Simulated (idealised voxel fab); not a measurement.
process module | voxel wiring stack
cross-section cut | 155 nm wide | cells 5 nm
A cross-section is a grid of square cells, given in bands from the top down. A band is one or more rows of cells.
Each band's line starts with the height of the band's top and of its bottom, in nm. Then come its materials from left to right, each with its width in nm. One material with "throughout" fills the band from edge to edge. "air" is empty space.
Height 0 is the level under which the wafer as received is all one material. The lowest band goes on downwards, as in "0 down".
A width such as "30 to 40" changes by the same amount from each row of cells to the next, from the band's top row to its bottom row.
"no change" after a step means that no cell of the cross-section changed.
closed voids: empty space of 8 cells or more with no open way to the top, each as width x height at its distance from the left edge, in nm
after a step's settings: what the simulator itself notes on the step
overlay nm, on a step with a mask: how far to the right of its planned place the mask lay; to the left if negative
plan
1 op RECEIVE | material Si
2 op CONFORMAL_DEP | material SiO2 | thk nm 10
3 op DIRECTIONAL_DEP | material TiN | thk nm 5
4 op DIRECTIONAL_DEP | material Ru | thk nm 25
5 op PATTERN | tone cover | mask id METAL_1 | material resist | width nm 30 | pitch nm 45 | thk nm 20 | overlay nm 0
6 op DIRECTIONAL_ETCH | etch materials Ru | depth nm 25
7 op DIRECTIONAL_ETCH | etch materials TiN | depth nm 5
8 op STRIP | etch materials resist
9 op CONFORMAL_DEP | material SiN | thk nm 5
10 op FILL_DEP | material SiO2 | thk nm 5
11 op CMP | height nm 40
12 op CONFORMAL_DEP | material SiCN | thk nm 5
13 op DIRECTIONAL_DEP | material SiO2 | thk nm 30
14 op DIRECTIONAL_DEP | material aC | thk nm 10
15 op PATTERN | tone open | mask id METAL_2_HOLES | material resist | width nm 15 | pitch nm 45 | thk nm 25 | overlay nm 0
16 op DIRECTIONAL_ETCH | etch materials aC | depth nm 10
17 op STRIP | etch materials resist
18 op DIRECTIONAL_ETCH | etch materials SiO2 | depth nm 30
19 op STRIP | etch materials aC
20 op DIRECTIONAL_DEP | material aC | thk nm 15
21 op PATTERN | tone open | mask id METAL_2 | material resist | width nm 30 | pitch nm 45 | thk nm 35 | overlay nm 0
22 op DIRECTIONAL_ETCH | etch materials aC | depth nm 15
23 op STRIP | etch materials resist
24 op DIRECTIONAL_ETCH | etch materials SiO2 | depth nm 15
25 op DIRECTIONAL_ETCH | etch materials SiCN | depth nm 5
26 op STRIP | etch materials aC
27 op CONFORMAL_DEP | material TiN | thk nm 5
28 op FILL_DEP | material Cu | thk nm 5
29 op CMP | height nm 75
30 op CONFORMAL_DEP | material SiCN | thk nm 5
31 op DIRECTIONAL_DEP | material lowk | thk nm 10
32 op DIRECTIONAL_DEP | material aC | thk nm 15
33 op PATTERN | tone open | mask id PLUG_2 | material resist | width nm 15 | pitch nm 45 | thk nm 30 | overlay nm 0
34 op DIRECTIONAL_ETCH | etch materials aC | depth nm 15
35 op STRIP | etch materials resist
36 op DIRECTIONAL_ETCH | etch materials lowk | depth nm 10
37 op DIRECTIONAL_ETCH | etch materials SiCN | depth nm 5
38 op STRIP | etch materials aC
39 op CONFORMAL_DEP | material TiN | thk nm 5
40 op FILL_DEP | material Cu | thk nm 5
41 op CMP | height nm 90
42 op DIRECTIONAL_DEP | material TiN | thk nm 5
43 op DIRECTIONAL_DEP | material W | thk nm 20
44 op DIRECTIONAL_DEP | material aC | thk nm 15
45 op PATTERN | tone cover | mask id METAL_3 | material resist | width nm 30 | pitch nm 45 | thk nm 30 | overlay nm 0
46 op DIRECTIONAL_ETCH | etch materials aC | depth nm 15
47 op STRIP | etch materials resist
48 op DIRECTIONAL_ETCH | etch materials W | depth nm 20
49 op DIRECTIONAL_ETCH | etch materials TiN | depth nm 5
50 op STRIP | etch materials aC
51 op CONFORMAL_DEP | material SiN | thk nm 5
52 op FILL_DEP | material lowk | thk nm 5
53 op CMP | height nm 115
54 op CONFORMAL_DEP | material SiN | thk nm 5
first wafer, as planned
as received, after step 1
  0 down: Si throughout
  closed voids: none
after step 2
  10 to 0: SiO2 throughout
  below 0: unchanged
after step 3
  15 to 10: TiN throughout
  below 10: unchanged
after step 4
  40 to 15: Ru throughout
  below 15: unchanged
after step 5
  60 to 40: air 15 | resist 30 | air 15 | resist 30 | air 15 | resist 30 | air 20
  below 40: unchanged
after step 6
  60 to 40: air 15 | resist 30 | air 15 | resist 30 | air 15 | resist 30 | air 20
  40 to 15: air 15 | Ru 30 | air 15 | Ru 30 | air 15 | Ru 30 | air 20
  below 15: unchanged
after step 7
  60 to 40: air 15 | resist 30 | air 15 | resist 30 | air 15 | resist 30 | air 20
  40 to 15: air 15 | Ru 30 | air 15 | Ru 30 | air 15 | Ru 30 | air 20
  15 to 10: air 15 | TiN 30 | air 15 | TiN 30 | air 15 | TiN 30 | air 20
  below 10: unchanged
after step 8
  40 to 15: air 15 | Ru 30 | air 15 | Ru 30 | air 15 | Ru 30 | air 20
  below 15: unchanged
after step 9
  45 to 40: air 10 | SiN 40 | air 5 | SiN 40 | air 5 | SiN 40 | air 15
  40 to 15: air 10 | SiN 5 | Ru 30 | SiN 5 | air 5 | SiN 5 | Ru 30 | SiN 5 | air 5 | SiN 5 | Ru 30 | SiN 5 | air 15
  15 to 10: SiN 15 | TiN 30 | SiN 15 | TiN 30 | SiN 15 | TiN 30 | SiN 20
  below 10: unchanged
after step 10
  50 to 45: SiO2 throughout
  45 to 40: SiO2 10 | SiN 40 | SiO2 5 | SiN 40 | SiO2 5 | SiN 40 | SiO2 15
  40 to 15: SiO2 10 | SiN 5 | Ru 30 | SiN 5 | SiO2 5 | SiN 5 | Ru 30 | SiN 5 | SiO2 5 | SiN 5 | Ru 30 | SiN 5 | SiO2 15
  below 15: unchanged
after step 11
  40 to 15: SiO2 10 | SiN 5 | Ru 30 | SiN 5 | SiO2 5 | SiN 5 | Ru 30 | SiN 5 | SiO2 5 | SiN 5 | Ru 30 | SiN 5 | SiO2 15
  below 15: unchanged
after step 12
  45 to 40: SiCN throughout
  below 40: unchanged
after step 13
  75 to 45: SiO2 throughout
  below 45: unchanged
after step 14
  85 to 75: aC throughout
  below 75: unchanged
after step 15
  110 to 85: resist 15 | air 15 | resist 30 | air 15 | resist 30 | air 15 | resist 35
  below 85: unchanged
after step 16
  100 to 85: resist 15 | air 15 | resist 30 | air 15 | resist 30 | air 15 | resist 35
  85 to 75: aC 15 | air 15 | aC 30 | air 15 | aC 30 | air 15 | aC 35
  below 75: unchanged
after step 17
  85 to 75: aC 15 | air 15 | aC 30 | air 15 | aC 30 | air 15 | aC 35
  below 75: unchanged
after step 18
  85 to 75: aC 15 | air 15 | aC 30 | air 15 | aC 30 | air 15 | aC 35
  75 to 45: SiO2 15 | air 15 | SiO2 30 | air 15 | SiO2 30 | air 15 | SiO2 35
  below 45: unchanged
after step 19
  75 to 45: SiO2 15 | air 15 | SiO2 30 | air 15 | SiO2 30 | air 15 | SiO2 35
  below 45: unchanged
after step 20
  90 to 75: aC 15 | air 15 | aC 30 | air 15 | aC 30 | air 15 | aC 35
  75 to 60: SiO2 15 | air 15 | SiO2 30 | air 15 | SiO2 30 | air 15 | SiO2 35
  60 to 45: SiO2 15 | aC 15 | SiO2 30 | aC 15 | SiO2 30 | aC 15 | SiO2 35
  below 45: unchanged
after step 21
  125 to 90: resist 15 | air 30 | resist 15 | air 30 | resist 15 | air 30 | resist 20
  below 90: unchanged
after step 22
  110 to 90: resist 15 | air 30 | resist 15 | air 30 | resist 15 | air 30 | resist 20
  90 to 75: aC 15 | air 30 | aC 15 | air 30 | aC 15 | air 30 | aC 20
  75 to 45: SiO2 15 | air 15 | SiO2 30 | air 15 | SiO2 30 | air 15 | SiO2 35
  below 45: unchanged
after step 23
  90 to 75: aC 15 | air 30 | aC 15 | air 30 | aC 15 | air 30 | aC 20
  below 75: unchanged
after step 24
  90 to 75: aC 15 | air 30 | aC 15 | air 30 | aC 15 | air 30 | aC 20
  75 to 60: SiO2 15 | air 30 | SiO2 15 | air 30 | SiO2 15 | air 30 | SiO2 20
  below 60: unchanged
after step 25
  90 to 75: aC 15 | air 30 | aC 15 | air 30 | aC 15 | air 30 | aC 20
  75 to 60: SiO2 15 | air 30 | SiO2 15 | air 30 | SiO2 15 | air 30 | SiO2 20
  60 to 45: SiO2 15 | air 15 | SiO2 30 | air 15 | SiO2 30 | air 15 | SiO2 35
  45 to 40: SiCN 15 | air 15 | SiCN 30 | air 15 | SiCN 30 | air 15 | SiCN 35
  below 40: unchanged
after step 26
  75 to 60: SiO2 15 | air 30 | SiO2 15 | air 30 | SiO2 15 | air 30 | SiO2 20
  below 60: unchanged
after step 27
  80 to 75: TiN 20 | air 20 | TiN 25 | air 20 | TiN 25 | air 20 | TiN 25
  75 to 65: SiO2 15 | TiN 5 | air 20 | TiN 5 | SiO2 15 | TiN 5 | air 20 | TiN 5 | SiO2 15 | TiN 5 | air 20 | TiN 5 | SiO2 20
  65 to 60: SiO2 15 | TiN 5 | air 5 | TiN 20 | SiO2 15 | TiN 5 | air 5 | TiN 20 | SiO2 15 | TiN 5 | air 5 | TiN 20 | SiO2 20
  60 to 45: SiO2 15 | TiN 5 | air 5 | TiN 5 | SiO2 30 | TiN 5 | air 5 | TiN 5 | SiO2 30 | TiN 5 | air 5 | TiN 5 | SiO2 35
  45 to 40: SiCN 15 | TiN 15 | SiCN 30 | TiN 15 | SiCN 30 | TiN 15 | SiCN 35
  below 40: unchanged
after step 28
  85 to 80: Cu throughout
  80 to 75: TiN 20 | Cu 20 | TiN 25 | Cu 20 | TiN 25 | Cu 20 | TiN 25
  75 to 65: SiO2 15 | TiN 5 | Cu 20 | TiN 5 | SiO2 15 | TiN 5 | Cu 20 | TiN 5 | SiO2 15 | TiN 5 | Cu 20 | TiN 5 | SiO2 20
  65 to 60: SiO2 15 | TiN 5 | Cu 5 | TiN 20 | SiO2 15 | TiN 5 | Cu 5 | TiN 20 | SiO2 15 | TiN 5 | Cu 5 | TiN 20 | SiO2 20
  60 to 45: SiO2 15 | TiN 5 | Cu 5 | TiN 5 | SiO2 30 | TiN 5 | Cu 5 | TiN 5 | SiO2 30 | TiN 5 | Cu 5 | TiN 5 | SiO2 35
  below 45: unchanged
after step 29
  75 to 65: SiO2 15 | TiN 5 | Cu 20 | TiN 5 | SiO2 15 | TiN 5 | Cu 20 | TiN 5 | SiO2 15 | TiN 5 | Cu 20 | TiN 5 | SiO2 20
  below 65: unchanged
after step 30
  80 to 75: SiCN throughout
  below 75: unchanged
after step 31
  90 to 80: lowk throughout
  below 80: unchanged
after step 32
  105 to 90: aC throughout
  below 90: unchanged
after step 33
  135 to 105: resist 15 | air 15 | resist 30 | air 15 | resist 30 | air 15 | resist 35
  below 105: unchanged
after step 34
  120 to 105: resist 15 | air 15 | resist 30 | air 15 | resist 30 | air 15 | resist 35
  105 to 90: aC 15 | air 15 | aC 30 | air 15 | aC 30 | air 15 | aC 35
  below 90: unchanged
after step 35
  105 to 90: aC 15 | air 15 | aC 30 | air 15 | aC 30 | air 15 | aC 35
  below 90: unchanged
after step 36
  105 to 90: aC 15 | air 15 | aC 30 | air 15 | aC 30 | air 15 | aC 35
  90 to 80: lowk 15 | air 15 | lowk 30 | air 15 | lowk 30 | air 15 | lowk 35
  below 80: unchanged
after step 37
  105 to 90: aC 15 | air 15 | aC 30 | air 15 | aC 30 | air 15 | aC 35
  90 to 80: lowk 15 | air 15 | lowk 30 | air 15 | lowk 30 | air 15 | lowk 35
  80 to 75: SiCN 15 | air 15 | SiCN 30 | air 15 | SiCN 30 | air 15 | SiCN 35
  below 75: unchanged
after step 38
  90 to 80: lowk 15 | air 15 | lowk 30 | air 15 | lowk 30 | air 15 | lowk 35
  below 80: unchanged
after step 39
  95 to 90: TiN 20 | air 5 | TiN 40 | air 5 | TiN 40 | air 5 | TiN 40
  90 to 80: lowk 15 | TiN 5 | air 5 | TiN 5 | lowk 30 | TiN 5 | air 5 | TiN 5 | lowk 30 | TiN 5 | air 5 | TiN 5 | lowk 35
  80 to 75: SiCN 15 | TiN 15 | SiCN 30 | TiN 15 | SiCN 30 | TiN 15 | SiCN 35
  below 75: unchanged
after step 40
  100 to 95: Cu throughout
  95 to 90: TiN 20 | Cu 5 | TiN 40 | Cu 5 | TiN 40 | Cu 5 | TiN 40
  90 to 80: lowk 15 | TiN 5 | Cu 5 | TiN 5 | lowk 30 | TiN 5 | Cu 5 | TiN 5 | lowk 30 | TiN 5 | Cu 5 | TiN 5 | lowk 35
  below 80: unchanged
after step 41
  90 to 80: lowk 15 | TiN 5 | Cu 5 | TiN 5 | lowk 30 | TiN 5 | Cu 5 | TiN 5 | lowk 30 | TiN 5 | Cu 5 | TiN 5 | lowk 35
  below 80: unchanged
after step 42
  95 to 90: TiN throughout
  below 90: unchanged
after step 43
  115 to 95: W throughout
  below 95: unchanged
after step 44
  130 to 115: aC throughout
  below 115: unchanged
after step 45
  160 to 130: air 15 | resist 30 | air 15 | resist 30 | air 15 | resist 30 | air 20
  below 130: unchanged
after step 46
  145 to 130: air 15 | resist 30 | air 15 | resist 30 | air 15 | resist 30 | air 20
  130 to 115: air 15 | aC 30 | air 15 | aC 30 | air 15 | aC 30 | air 20
  below 115: unchanged
after step 47
  130 to 115: air 15 | aC 30 | air 15 | aC 30 | air 15 | aC 30 | air 20
  below 115: unchanged
after step 48
  130 to 115: air 15 | aC 30 | air 15 | aC 30 | air 15 | aC 30 | air 20
  115 to 95: air 15 | W 30 | air 15 | W 30 | air 15 | W 30 | air 20
  below 95: unchanged
after step 49
  130 to 115: air 15 | aC 30 | air 15 | aC 30 | air 15 | aC 30 | air 20
  115 to 95: air 15 | W 30 | air 15 | W 30 | air 15 | W 30 | air 20
  95 to 90: air 15 | TiN 30 | air 15 | TiN 30 | air 15 | TiN 30 | air 20
  below 90: unchanged
after step 50
  115 to 95: air 15 | W 30 | air 15 | W 30 | air 15 | W 30 | air 20
  below 95: unchanged
after step 51
  120 to 115: air 10 | SiN 40 | air 5 | SiN 40 | air 5 | SiN 40 | air 15
  115 to 95: air 10 | SiN 5 | W 30 | SiN 5 | air 5 | SiN 5 | W 30 | SiN 5 | air 5 | SiN 5 | W 30 | SiN 5 | air 15
  95 to 90: SiN 15 | TiN 30 | SiN 15 | TiN 30 | SiN 15 | TiN 30 | SiN 20
  below 90: unchanged
after step 52
  125 to 120: lowk throughout
  120 to 115: lowk 10 | SiN 40 | lowk 5 | SiN 40 | lowk 5 | SiN 40 | lowk 15
  115 to 95: lowk 10 | SiN 5 | W 30 | SiN 5 | lowk 5 | SiN 5 | W 30 | SiN 5 | lowk 5 | SiN 5 | W 30 | SiN 5 | lowk 15
  below 95: unchanged
after step 53
  115 to 95: lowk 10 | SiN 5 | W 30 | SiN 5 | lowk 5 | SiN 5 | W 30 | SiN 5 | lowk 5 | SiN 5 | W 30 | SiN 5 | lowk 15
  below 95: unchanged
after step 54
  120 to 115: SiN throughout
  below 115: unchanged
second wafer: like start, like plan, one mistake. Through step 23 it matches the first wafer
when step 24 should have ended
  90 to 75: aC 15 | air 30 | aC 15 | air 30 | aC 15 | air 30 | aC 20
  75 to 45: SiO2 15 | air 30 | SiO2 15 | air 30 | SiO2 15 | air 30 | SiO2 20
  below 45: unchanged
when step 25 should have ended
  90 to 75: aC 15 | air 30 | aC 15 | air 30 | aC 15 | air 30 | aC 20
  75 to 45: SiO2 15 | air 30 | SiO2 15 | air 30 | SiO2 15 | air 30 | SiO2 20
  45 to 40: SiCN 15 | air 30 | SiCN 15 | air 30 | SiCN 15 | air 30 | SiCN 20
  below 40: unchanged
when step 26 should have ended
  75 to 45: SiO2 15 | air 30 | SiO2 15 | air 30 | SiO2 15 | air 30 | SiO2 20
  below 45: unchanged
when step 27 should have ended
  80 to 75: TiN 20 | air 20 | TiN 25 | air 20 | TiN 25 | air 20 | TiN 25
  75 to 45: SiO2 15 | TiN 5 | air 20 | TiN 5 | SiO2 15 | TiN 5 | air 20 | TiN 5 | SiO2 15 | TiN 5 | air 20 | TiN 5 | SiO2 20
  45 to 40: SiCN 15 | TiN 30 | SiCN 15 | TiN 30 | SiCN 15 | TiN 30 | SiCN 20
  below 40: unchanged
when step 28 should have ended
  85 to 80: Cu throughout
  80 to 75: TiN 20 | Cu 20 | TiN 25 | Cu 20 | TiN 25 | Cu 20 | TiN 25
  75 to 45: SiO2 15 | TiN 5 | Cu 20 | TiN 5 | SiO2 15 | TiN 5 | Cu 20 | TiN 5 | SiO2 15 | TiN 5 | Cu 20 | TiN 5 | SiO2 20
  below 45: unchanged
when step 29 should have ended
  75 to 45: SiO2 15 | TiN 5 | Cu 20 | TiN 5 | SiO2 15 | TiN 5 | Cu 20 | TiN 5 | SiO2 15 | TiN 5 | Cu 20 | TiN 5 | SiO2 20
  below 45: unchanged
when step 30 should have ended
  80 to 75: SiCN throughout
  below 75: unchanged
when step 31 should have ended
  90 to 80: lowk throughout
  below 80: unchanged
when step 32 should have ended
  105 to 90: aC throughout
  below 90: unchanged
when step 33 should have ended
  135 to 105: resist 15 | air 15 | resist 30 | air 15 | resist 30 | air 15 | resist 35
  below 105: unchanged
when step 34 should have ended
  120 to 105: resist 15 | air 15 | resist 30 | air 15 | resist 30 | air 15 | resist 35
  105 to 90: aC 15 | air 15 | aC 30 | air 15 | aC 30 | air 15 | aC 35
  below 90: unchanged
when step 35 should have ended
  105 to 90: aC 15 | air 15 | aC 30 | air 15 | aC 30 | air 15 | aC 35
  below 90: unchanged
when step 36 should have ended
  105 to 90: aC 15 | air 15 | aC 30 | air 15 | aC 30 | air 15 | aC 35
  90 to 80: lowk 15 | air 15 | lowk 30 | air 15 | lowk 30 | air 15 | lowk 35
  below 80: unchanged
when step 37 should have ended
  105 to 90: aC 15 | air 15 | aC 30 | air 15 | aC 30 | air 15 | aC 35
  90 to 80: lowk 15 | air 15 | lowk 30 | air 15 | lowk 30 | air 15 | lowk 35
  80 to 75: SiCN 15 | air 15 | SiCN 30 | air 15 | SiCN 30 | air 15 | SiCN 35
  below 75: unchanged
when step 38 should have ended
  90 to 80: lowk 15 | air 15 | lowk 30 | air 15 | lowk 30 | air 15 | lowk 35
  below 80: unchanged
when step 39 should have ended
  95 to 90: TiN 20 | air 5 | TiN 40 | air 5 | TiN 40 | air 5 | TiN 40
  90 to 80: lowk 15 | TiN 5 | air 5 | TiN 5 | lowk 30 | TiN 5 | air 5 | TiN 5 | lowk 30 | TiN 5 | air 5 | TiN 5 | lowk 35
  80 to 75: SiCN 15 | TiN 15 | SiCN 30 | TiN 15 | SiCN 30 | TiN 15 | SiCN 35
  below 75: unchanged
when step 40 should have ended
  100 to 95: Cu throughout
  95 to 90: TiN 20 | Cu 5 | TiN 40 | Cu 5 | TiN 40 | Cu 5 | TiN 40
  90 to 80: lowk 15 | TiN 5 | Cu 5 | TiN 5 | lowk 30 | TiN 5 | Cu 5 | TiN 5 | lowk 30 | TiN 5 | Cu 5 | TiN 5 | lowk 35
  below 80: unchanged
when step 41 should have ended
  90 to 80: lowk 15 | TiN 5 | Cu 5 | TiN 5 | lowk 30 | TiN 5 | Cu 5 | TiN 5 | lowk 30 | TiN 5 | Cu 5 | TiN 5 | lowk 35
  below 80: unchanged
when step 42 should have ended
  95 to 90: TiN throughout
  below 90: unchanged
when step 43 should have ended
  115 to 95: W throughout
  below 95: unchanged
when step 44 should have ended
  130 to 115: aC throughout
  below 115: unchanged
when step 45 should have ended
  160 to 130: air 15 | resist 30 | air 15 | resist 30 | air 15 | resist 30 | air 20
  below 130: unchanged
when step 46 should have ended
  145 to 130: air 15 | resist 30 | air 15 | resist 30 | air 15 | resist 30 | air 20
  130 to 115: air 15 | aC 30 | air 15 | aC 30 | air 15 | aC 30 | air 20
  below 115: unchanged
when step 47 should have ended
  130 to 115: air 15 | aC 30 | air 15 | aC 30 | air 15 | aC 30 | air 20
  below 115: unchanged
when step 48 should have ended
  130 to 115: air 15 | aC 30 | air 15 | aC 30 | air 15 | aC 30 | air 20
  115 to 95: air 15 | W 30 | air 15 | W 30 | air 15 | W 30 | air 20
  below 95: unchanged
when step 49 should have ended
  130 to 115: air 15 | aC 30 | air 15 | aC 30 | air 15 | aC 30 | air 20
  115 to 95: air 15 | W 30 | air 15 | W 30 | air 15 | W 30 | air 20
  95 to 90: air 15 | TiN 30 | air 15 | TiN 30 | air 15 | TiN 30 | air 20
  below 90: unchanged
when step 50 should have ended
  115 to 95: air 15 | W 30 | air 15 | W 30 | air 15 | W 30 | air 20
  below 95: unchanged
when step 51 should have ended
  120 to 115: air 10 | SiN 40 | air 5 | SiN 40 | air 5 | SiN 40 | air 15
  115 to 95: air 10 | SiN 5 | W 30 | SiN 5 | air 5 | SiN 5 | W 30 | SiN 5 | air 5 | SiN 5 | W 30 | SiN 5 | air 15
  95 to 90: SiN 15 | TiN 30 | SiN 15 | TiN 30 | SiN 15 | TiN 30 | SiN 20
  below 90: unchanged
when step 52 should have ended
  125 to 120: lowk throughout
  120 to 115: lowk 10 | SiN 40 | lowk 5 | SiN 40 | lowk 5 | SiN 40 | lowk 15
  115 to 95: lowk 10 | SiN 5 | W 30 | SiN 5 | lowk 5 | SiN 5 | W 30 | SiN 5 | lowk 5 | SiN 5 | W 30 | SiN 5 | lowk 15
  below 95: unchanged
when step 53 should have ended
  115 to 95: lowk 10 | SiN 5 | W 30 | SiN 5 | lowk 5 | SiN 5 | W 30 | SiN 5 | lowk 5 | SiN 5 | W 30 | SiN 5 | lowk 15
  below 95: unchanged
when step 54 should have ended
  120 to 115: SiN throughout
  below 115: unchanged
what went wrong: step 24 was run twice
at the end the second wafer has, in cells: 36 more of Cu | 9 fewer of SiCN | 27 fewer of SiO2
